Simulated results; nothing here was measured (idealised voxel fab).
process module | voxel air gaps
cross-section cut | 285 nm wide | cells 5 nm
A cross-section is a grid of square cells, given in bands from the top down. A band is one or more rows of cells.
Each band's line starts with the height of the band's top and of its bottom, in nm. Then come its materials from left to right, each with its width in nm. One material with "throughout" fills the band from edge to edge. "air" is empty space.
Height 0 is the level under which the wafer as received is all one material. The lowest band goes on downwards, as in "0 down".
A width such as "30 to 40" changes by the same amount from each row of cells to the next, from the band's top row to its bottom row.
"no change" after a step means that no cell of the cross-section changed.
closed voids: empty space of 8 cells or more with no open way to the top, each as width x height at its distance from the left edge, in nm
after a step's settings: what the simulator itself notes on the step
overlay nm, on a step with a mask: how far to the right of its planned place the mask lay; to the left if negative
plan
1 op RECEIVE | material Si
2 op CONFORMAL_DEP | material SiO2 | thk nm 15
3 op CONFORMAL_DEP | material SiN | thk nm 5
4 op DIRECTIONAL_DEP | material lowk | thk nm 30
5 op MASKED_ETCH | tone open | mask id LINES | width nm 20 | pitch nm 50 | etch materials lowk | depth nm 30 | overlay nm 0
6 op CONFORMAL_DEP | material TiN | thk nm 5
7 op FILL_DEP | material Cu | thk nm 10
8 op CMP | height nm 50
9 op EPI | material Ru | thk nm 10
10 op SELECTIVE_ETCH | etch materials lowk | depth nm 40
11 op CONFORMAL_DEP | material SiN | thk nm 5
as received, after step 1
  0 down: Si throughout
  closed voids: none
a wafer at the end: this start, this plan, one mistake
  70 to 65: SiN throughout
  65 to 55: Ru throughout
  55 to 50: TiN 60 | Cu 10 | TiN 40 | Cu 10 | TiN 40 | Cu 10 | TiN 40 | Cu 10 | TiN 65
  50 to 25: lowk 55 | TiN 5 | Cu 10 | TiN 5 | lowk 30 | TiN 5 | Cu 10 | TiN 5 | lowk 30 | TiN 5 | Cu 10 | TiN 5 | lowk 30 | TiN 5 | Cu 10 | TiN 5 | lowk 60
  25 to 20: lowk 55 | TiN 20 | lowk 30 | TiN 20 | lowk 30 | TiN 20 | lowk 30 | TiN 20 | lowk 60
  20 to 15: SiN throughout
  15 to 0: SiO2 throughout
  0 down: Si throughout
  closed voids: none
what went wrong: step 8 ran as: op CMP | height nm 55
